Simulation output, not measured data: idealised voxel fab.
process module | voxel fin reveal
cross-section cut | 255 nm wide | cells 5 nm
A cross-section is a grid of square cells, given in bands from the top down. A band is one or more rows of cells.
Each band's line starts with the height of the band's top and of its bottom, in nm. Then come its materials from left to right, each with its width in nm. One material with "throughout" fills the band from edge to edge. "air" is empty space.
Height 0 is the level under which the wafer as received is all one material. The lowest band goes on downwards, as in "0 down".
A width such as "30 to 40" changes by the same amount from each row of cells to the next, from the band's top row to its bottom row.
"no change" after a step means that no cell of the cross-section changed.
closed voids: empty space of 8 cells or more with no open way to the top, each as width x height at its distance from the left edge, in nm
after a step's settings: what the simulator itself notes on the step
overlay nm, on a step with a mask: how far to the right of its planned place the mask lay; to the left if negative
plan
1 op RECEIVE | material Si
2 op CONFORMAL_DEP | material SiN | thk nm 5
3 op PATTERN | tone cover | mask id FINS | material resist | width nm 15 | pitch nm 45 | thk nm 15 | overlay nm 0
4 op DIRECTIONAL_ETCH | etch materials SiN | depth nm 5
5 op DIRECTIONAL_ETCH | etch materials Si | depth nm 30
6 op STRIP | etch materials resist
7 op FILL_DEP | material SiO2 | thk nm 5
8 op CMP | height nm 5
9 op SELECTIVE_ETCH | etch materials SiO2 | depth nm 15
10 op STRIP | etch materials SiN
first wafer, as planned
as received, after step 1
  0 down: Si throughout
  closed voids: none
after step 2
  5 to 0: SiN throughout
  below 0: unchanged
after step 3
  20 to 5: air 50 | resist 15 | air 30 | resist 15 | air 30 | resist 15 | air 30 | resist 15 | air 55
  below 5: unchanged
after step 4
  20 to 5: air 50 | resist 15 | air 30 | resist 15 | air 30 | resist 15 | air 30 | resist 15 | air 55
  5 to 0: air 50 | SiN 15 | air 30 | SiN 15 | air 30 | SiN 15 | air 30 | SiN 15 | air 55
  below 0: unchanged
after step 5
  20 to 5: air 50 | resist 15 | air 30 | resist 15 | air 30 | resist 15 | air 30 | resist 15 | air 55
  5 to 0: air 50 | SiN 15 | air 30 | SiN 15 | air 30 | SiN 15 | air 30 | SiN 15 | air 55
  0 to -30: air 50 | Si 15 | air 30 | Si 15 | air 30 | Si 15 | air 30 | Si 15 | air 55
  below -30: unchanged
after step 6
  5 to 0: air 50 | SiN 15 | air 30 | SiN 15 | air 30 | SiN 15 | air 30 | SiN 15 | air 55
  below 0: unchanged
after step 7
  10 to 5: SiO2 throughout
  5 to 0: SiO2 50 | SiN 15 | SiO2 30 | SiN 15 | SiO2 30 | SiN 15 | SiO2 30 | SiN 15 | SiO2 55
  0 to -30: SiO2 50 | Si 15 | SiO2 30 | Si 15 | SiO2 30 | Si 15 | SiO2 30 | Si 15 | SiO2 55
  below -30: unchanged
after step 8
  5 to 0: SiO2 50 | SiN 15 | SiO2 30 | SiN 15 | SiO2 30 | SiN 15 | SiO2 30 | SiN 15 | SiO2 55
  below 0: unchanged
after step 9
  5 to 0: air 50 | SiN 15 | air 30 | SiN 15 | air 30 | SiN 15 | air 30 | SiN 15 | air 55
  0 to -10: air 50 | Si 15 | air 30 | Si 15 | air 30 | Si 15 | air 30 | Si 15 | air 55
  below -10: unchanged
after step 10
  0 to -10: air 50 | Si 15 | air 30 | Si 15 | air 30 | Si 15 | air 30 | Si 15 | air 55
  below -10: unchanged
second wafer: like start, like plan, one mistake. Through step 6 it matches the first wafer
when step 7 should have ended
  10 to 0: SiN throughout
  0 to -30: SiN 50 | Si 15 | SiN 30 | Si 15 | SiN 30 | Si 15 | SiN 30 | Si 15 | SiN 55
  below -30: unchanged
when step 8 should have ended
  5 to 0: SiN throughout
  below 0: unchanged
when step 9 should have ended: no change
when step 10 should have ended
  0 to -30: air 50 | Si 15 | air 30 | Si 15 | air 30 | Si 15 | air 30 | Si 15 | air 55
  below -30: unchanged
what went wrong: step 7 ran as: op FILL_DEP | material SiN | thk nm 5
at the end the second wafer has, in cells: 156 fewer of SiO2
